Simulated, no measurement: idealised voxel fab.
Title: Process Module voxel plated lines
Xsec cut, 200 nm wide, square cell size 5 nm.
Cross-section format: a grid of square cells, given as bands from top to bottom; each band is one or more rows of cells.
Band: top height; bottom height; in nm. Then, left to right: material with width in nm, for each material. "throughout": a single material spanning edge to edge. "air": empty space.
For the purposes of this specification, 0 denotes the height below which the wafer in its as-received condition is composed wholly of one material, and the lowermost band, lacking a lower limit, extends downward without end, as expressed in "z 0 and below".
Top row gets the first number, bottom row gets the second, and each row in between changes by the same step: that is how a band width like "30->40" works.
Take "nothing changed" at face value: in the step it is given for, the cross-section changed in none of its cells.
The label "Voids lacking openings" introduces a list of the empty spaces, 8 cells or larger, that have no open way up to the top; each entry in it reads width x height at distance, where the distance is taken from the left edge and all three are stated in nm.
Heads up: the bit after the settings on a step's line is the simulator's remark on that step.
Among the settings permitted on a step's line is "overlay nm"; applied to a step with a mask, it specifies the extent to which the mask lay to the right of its planned position, whereas a negative figure signifies a position to the left.
# Planned step list for the process
1,RECEIVE: material Si
2,CONFORMAL_DEP: material SiN, thk nm 5
3,DIRECTIONAL_DEP: material TiN, thk nm 5
4,PATTERN: tone open, mask id LINES, material resist, width nm 25, pitch nm 45, thk nm 35, overlay nm 0
5,EPI: material Ru, thk nm 5
6,EPI: material Ru, thk nm 5
7,EPI: material Ru, thk nm 10
8,STRIP: etch materials resist
9,DIRECTIONAL_ETCH: etch materials TiN, depth nm 5
10,CONFORMAL_DEP: material SiO2, thk nm 10
# Incoming wafer, cross-sectional view, post step 1
z 0 and below | Si throughout
Voids lacking openings: none
# Sectioned view, first of two wafers, at the close of the module, processed as intended in the plan
z 40 to 30 | 30 nm air  135 nm SiO2  35 nm air
z 30 to 15 | 30 nm air  10 nm SiO2  25 nm Ru  20 nm SiO2  25 nm Ru  20 nm SiO2  25 nm Ru  10 nm SiO2  35 nm air
z 15 to 10 | 40 nm SiO2  25 nm Ru  20 nm SiO2  25 nm Ru  20 nm SiO2  25 nm Ru  45 nm SiO2
z 10 to 5 | 40 nm SiO2  25 nm TiN  20 nm SiO2  25 nm TiN  20 nm SiO2  25 nm TiN  45 nm SiO2
z 5 to 0 | SiN throughout
z 0 and below | Si throughout
Voids lacking openings: none
# This cross-section belongs to the second wafer of two at the end of the module; the start and the plan were shared with the first, and the run included one mistake
z 50 to 40 | 30 nm air  135 nm SiO2  35 nm air
z 40 to 25 | 30 nm air  10 nm SiO2  25 nm Ru  20 nm SiO2  25 nm Ru  20 nm SiO2  25 nm Ru  10 nm SiO2  35 nm air
z 25 to 20 | 40 nm SiO2  25 nm Ru  20 nm SiO2  25 nm Ru  20 nm SiO2  25 nm Ru  45 nm SiO2
z 20 to 15 | 40 nm SiO2  25 nm TiN  20 nm SiO2  25 nm TiN  20 nm SiO2  25 nm TiN  45 nm SiO2
z 15 to 0 | SiN throughout
z 0 and below | Si throughout
Voids lacking openings: none
Which mistake was made when the wafer was run? step 2 off recipe, ran as CONFORMAL_DEP: material SiN, thk nm 15
Once processing is complete, comparing cell counts shows that the second wafer has more or fewer of certain materials than the first: SiN: 80 more
